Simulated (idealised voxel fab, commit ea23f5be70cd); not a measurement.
The following is a process module called voxel self aligned contacts.
cross-section cut | 285 nm wide | cells 5 nm
Reading order for cross-sections: top band down to bottom band. Underlying form: a grid of square cells. Band size: one or more rows of cells. Quick guide to a band line: top height, bottom height (nm) up front; then every material left to right with its width in nm. Only one material and it's marked "throughout"? Then it fills the band edge to edge. And "air" just means empty space. The level at which height equals 0 is the one under which the wafer, as it arrives, is entirely one material. No lower edge exists for the bottom band, which continues downward and is notated as in "top 0, no bottom". Width "30 to 40": first value at the band's top row of cells, second value at its bottom row, equal change from row to row. A step reported as "stayed the same" is a step in which no cell of the cross-section changed. Basically, "Enclosed void inventory" tells you about the enclosed voids: empty spaces with no open way to the top, 8 cells or bigger, each written width x height at distance, where distance is from the left edge, all in nm. It should be noted that, on the line of a given step, the content following the step's settings is a remark produced by the simulator itself with respect to that step. "overlay nm" answers the question of how far to the right of plan the mask lay on a step that has a mask, and when it is negative the answer is to the left.
## These are the steps we planned for the process
- 1: RECEIVE with material Si
- 2: OXIDIZE with depth nm 5
- 3: DIRECTIONAL_DEP with material polySi, thk nm 30
- 4: DIRECTIONAL_DEP with material SiN, thk nm 20
- 5: MASKED_ETCH with tone cover, mask id GATE, width nm 25, pitch nm 60, etch materials SiN, depth nm 20, overlay nm 0
- 6: MASKED_ETCH with tone cover, mask id GATE, width nm 25, pitch nm 60, etch materials polySi, depth nm 30, overlay nm 0
- 7: CONFORMAL_DEP with material SiN, thk nm 5
- 8: DIRECTIONAL_ETCH with etch materials SiN, depth nm 5
- 9: FILL_DEP with material SiO2, thk nm 15
- 10: CMP with height nm 60
- 11: DIRECTIONAL_DEP with material aC, thk nm 10
- 12: PATTERN with tone open, mask id CONTACT, material resist, width nm 45, thk nm 30, overlay nm 0
- 13: DIRECTIONAL_ETCH with etch materials aC, depth nm 10
- 14: STRIP with etch materials resist
- 15: DIRECTIONAL_ETCH with etch materials SiO2, depth nm 65
- 16: STRIP with etch materials aC
- 17: CONFORMAL_DEP with material TiN, thk nm 5
- 18: FILL_DEP with material W, thk nm 10
- 19: CMP with height nm 60
- 20: CONFORMAL_DEP with material SiCN, thk nm 5
## First wafer of two (run as planned)
## As-received state of the wafer in cross-section, equivalent to post-step 1
* top 0, no bottom | Si throughout
* Enclosed void inventory: none
## After step 2: wafer cross-section
* top 0, bottom -5 | SiO2 throughout
* All layers under -5 are left as they were.
## After step 3: wafer cross-section
* top 30, bottom 0 | polySi throughout
* All layers under 0 are left as they were.
## After step 4: wafer cross-section
* top 50, bottom 30 | SiN throughout
* All layers under 30 are left as they were.
## After step 5: wafer cross-section
* top 50, bottom 30 | air (100)  SiN (25)  air (35)  SiN (25)  air (100)
* All layers under 30 are left as they were.
## After step 6: wafer cross-section
* top 50, bottom 30 | air (100)  SiN (25)  air (35)  SiN (25)  air (100)
* top 30, bottom 0 | air (100)  polySi (25)  air (35)  polySi (25)  air (100)
* All layers under 0 are left as they were.
## After step 7: wafer cross-section
* top 55, bottom 30 | air (95)  SiN (35)  air (25)  SiN (35)  air (95)
* top 30, bottom 5 | air (95)  SiN (5)  polySi (25)  SiN (5)  air (25)  SiN (5)  polySi (25)  SiN (5)  air (95)
* top 5, bottom 0 | SiN (100)  polySi (25)  SiN (35)  polySi (25)  SiN (100)
* All layers under 0 are left as they were.
## After step 8: wafer cross-section
* top 50, bottom 30 | air (95)  SiN (35)  air (25)  SiN (35)  air (95)
* top 30, bottom 0 | air (95)  SiN (5)  polySi (25)  SiN (5)  air (25)  SiN (5)  polySi (25)  SiN (5)  air (95)
* All layers under 0 are left as they were.
## After step 9: wafer cross-section
* top 65, bottom 50 | SiO2 throughout
* top 50, bottom 30 | SiO2 (95)  SiN (35)  SiO2 (25)  SiN (35)  SiO2 (95)
* top 30, bottom 0 | SiO2 (95)  SiN (5)  polySi (25)  SiN (5)  SiO2 (25)  SiN (5)  polySi (25)  SiN (5)  SiO2 (95)
* All layers under 0 are left as they were.
## After step 10: wafer cross-section
* top 60, bottom 50 | SiO2 throughout
* All layers under 50 are left as they were.
## After step 11: wafer cross-section
* top 70, bottom 60 | aC throughout
* All layers under 60 are left as they were.
## After step 12: wafer cross-section
* top 100, bottom 70 | resist (120)  air (45)  resist (120)
* All layers under 70 are left as they were.
## After step 13: wafer cross-section
* top 90, bottom 70 | resist (120)  air (45)  resist (120)
* top 70, bottom 60 | aC (120)  air (45)  aC (120)
* All layers under 60 are left as they were.
## After step 14: wafer cross-section
* top 70, bottom 60 | aC (120)  air (45)  aC (120)
* All layers under 60 are left as they were.
## After step 15: wafer cross-section
* top 70, bottom 60 | aC (120)  air (45)  aC (120)
* top 60, bottom 50 | SiO2 (120)  air (45)  SiO2 (120)
* top 50, bottom 30 | SiO2 (95)  SiN (35)  air (25)  SiN (35)  SiO2 (95)
* top 30, bottom 0 | SiO2 (95)  SiN (5)  polySi (25)  SiN (5)  air (25)  SiN (5)  polySi (25)  SiN (5)  SiO2 (95)
* top 0, bottom -5 | SiO2 (130)  air (25)  SiO2 (130)
* All layers under -5 are left as they were.
## After step 16: wafer cross-section
* top 60, bottom 50 | SiO2 (120)  air (45)  SiO2 (120)
* All layers under 50 are left as they were.
## After step 17: wafer cross-section
* top 65, bottom 60 | TiN (125)  air (35)  TiN (125)
* top 60, bottom 50 | SiO2 (120)  TiN (5 to 15)  air (35 to 15)  TiN (5 to 15)  SiO2 (120)
* top 50, bottom 30 | SiO2 (95)  SiN (35)  TiN (5)  air (15)  TiN (5)  SiN (35)  SiO2 (95)
* top 30, bottom 0 | SiO2 (95)  SiN (5)  polySi (25)  SiN (5)  TiN (5)  air (15)  TiN (5)  SiN (5)  polySi (25)  SiN (5)  SiO2 (95)
* top 0, bottom -5 | SiO2 (130)  TiN (25)  SiO2 (130)
* All layers under -5 are left as they were.
## After step 18: wafer cross-section
* top 75, bottom 65 | W throughout
* top 65, bottom 60 | TiN (125)  W (35)  TiN (125)
* top 60, bottom 50 | SiO2 (120)  TiN (5 to 15)  W (35 to 15)  TiN (5 to 15)  SiO2 (120)
* top 50, bottom 30 | SiO2 (95)  SiN (35)  TiN (5)  W (15)  TiN (5)  SiN (35)  SiO2 (95)
* top 30, bottom 0 | SiO2 (95)  SiN (5)  polySi (25)  SiN (5)  TiN (5)  W (15)  TiN (5)  SiN (5)  polySi (25)  SiN (5)  SiO2 (95)
* All layers under 0 are left as they were.
## After step 19: wafer cross-section
* top 60, bottom 50 | SiO2 (120)  TiN (5 to 15)  W (35 to 15)  TiN (5 to 15)  SiO2 (120)
* All layers under 50 are left as they were.
## After step 20: wafer cross-section
* top 65, bottom 60 | SiCN throughout
* All layers under 60 are left as they were.
## Wafer two. Identical start, identical plan. One mistake in execution. Identical history through step 3
## Cross-sectional representation of the second wafer at the time designated in the plan for the completion of step 4
* top 50, bottom 30 | SiCN throughout
* All layers under 30 are left as they were.
Cross-sectional representation of the second wafer at the time designated in the plan for the completion of step 5: stayed the same
Cross-sectional representation of the second wafer at the time designated in the plan for the completion of step 6: stayed the same
## Cross-sectional representation of the second wafer at the time designated in the plan for the completion of step 7
* top 55, bottom 50 | SiN throughout
* All layers under 50 are left as they were.
## Cross-sectional representation of the second wafer at the time designated in the plan for the completion of step 8
* top 50, bottom 30 | SiCN throughout
* All layers under 30 are left as they were.
## Cross-sectional representation of the second wafer at the time designated in the plan for the completion of step 9
* top 65, bottom 50 | SiO2 throughout
* All layers under 50 are left as they were.
## Cross-sectional representation of the second wafer at the time designated in the plan for the completion of step 10
* top 60, bottom 50 | SiO2 throughout
* All layers under 50 are left as they were.
## Cross-sectional representation of the second wafer at the time designated in the plan for the completion of step 11
* top 70, bottom 60 | aC throughout
* All layers under 60 are left as they were.
## Cross-sectional representation of the second wafer at the time designated in the plan for the completion of step 12
* top 100, bottom 70 | resist (120)  air (45)  resist (120)
* All layers under 70 are left as they were.
## Cross-sectional representation of the second wafer at the time designated in the plan for the completion of step 13
* top 90, bottom 70 | resist (120)  air (45)  resist (120)
* top 70, bottom 60 | aC (120)  air (45)  aC (120)
* All layers under 60 are left as they were.
## Cross-sectional representation of the second wafer at the time designated in the plan for the completion of step 14
* top 70, bottom 60 | aC (120)  air (45)  aC (120)
* All layers under 60 are left as they were.
## Cross-sectional representation of the second wafer at the time designated in the plan for the completion of step 15
* top 70, bottom 60 | aC (120)  air (45)  aC (120)
* top 60, bottom 50 | SiO2 (120)  air (45)  SiO2 (120)
* All layers under 50 are left as they were.
## Cross-sectional representation of the second wafer at the time designated in the plan for the completion of step 16
* top 60, bottom 50 | SiO2 (120)  air (45)  SiO2 (120)
* All layers under 50 are left as they were.
## Cross-sectional representation of the second wafer at the time designated in the plan for the completion of step 17
* top 65, bottom 60 | TiN (125)  air (35)  TiN (125)
* top 60, bottom 55 | SiO2 (120)  TiN (5)  air (35)  TiN (5)  SiO2 (120)
* top 55, bottom 50 | SiO2 (120)  TiN (45)  SiO2 (120)
* All layers under 50 are left as they were.
## Cross-sectional representation of the second wafer at the time designated in the plan for the completion of step 18
* top 75, bottom 65 | W throughout
* top 65, bottom 60 | TiN (125)  W (35)  TiN (125)
* top 60, bottom 55 | SiO2 (120)  TiN (5)  W (35)  TiN (5)  SiO2 (120)
* All layers under 55 are left as they were.
## Cross-sectional representation of the second wafer at the time designated in the plan for the completion of step 19
* top 60, bottom 55 | SiO2 (120)  TiN (5)  W (35)  TiN (5)  SiO2 (120)
* All layers under 55 are left as they were.
## Cross-sectional representation of the second wafer at the time designated in the plan for the completion of step 20
* top 65, bottom 60 | SiCN throughout
* All layers under 60 are left as they were.
So what did we get wrong on this run? it should be noted that step 4 was executed with settings other than those planned, the operation and settings actually applied being DIRECTIONAL_DEP with material SiCN, thk nm 20
Once processing is complete, comparing cell counts shows that the second wafer has more or fewer of certain materials than the first: +228 SiCN, -80 SiN, -375 SiO2, -22 TiN, -33 W, +282 polySi
